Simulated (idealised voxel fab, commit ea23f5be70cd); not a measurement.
process module | voxel tone inversion
cross-section cut | 240 nm wide | cells 5 nm
A cross-section is a grid of square cells, given in bands from the top down. A band is one or more rows of cells.
Each band's line starts with the height of the band's top and of its bottom, in nm. Then come its materials from left to right, each with its width in nm. One material with "throughout" fills the band from edge to edge. "air" is empty space.
Height 0 is the level under which the wafer as received is all one material. The lowest band goes on downwards, as in "0 down".
A width such as "30 to 40" changes by the same amount from each row of cells to the next, from the band's top row to its bottom row.
"no change" after a step means that no cell of the cross-section changed.
closed voids: empty space of 8 cells or more with no open way to the top, each as width x height at its distance from the left edge, in nm
after a step's settings: what the simulator itself notes on the step
overlay nm, on a step with a mask: how far to the right of its planned place the mask lay; to the left if negative
plan
1 op RECEIVE | material Si
2 op CONFORMAL_DEP | material SiCN | thk nm 5
3 op DIRECTIONAL_DEP | material polySi | thk nm 20
4 op PATTERN | tone cover | mask id POSTS | material resist | width nm 25 | pitch nm 55 | thk nm 30 | overlay nm 0
5 op DIRECTIONAL_ETCH | etch materials polySi | depth nm 20
6 op STRIP | etch materials resist
7 op FILL_DEP | material lowk | thk nm 10
8 op CMP | height nm 15
9 op STRIP | etch materials polySi
varied across the wafers: height nm of step 8. The plan shows the first wafer's value. All wafers start alike
first wafer as received, after step 1
  0 down: Si throughout
  closed voids: none
each wafer at the end: cells of each material gained (+) or lost (-) since it was received, then its closed voids
height nm 15 | +48 SiCN | +66 lowk | closed voids: none
height nm 20 | +48 SiCN | +99 lowk | closed voids: none
height nm 25 | +48 SiCN | +132 lowk | closed voids: none
height nm 30 | +48 SiCN | +180 lowk | +60 polySi | closed voids: none
height nm 35 | +48 SiCN | +228 lowk | +60 polySi | closed voids: none
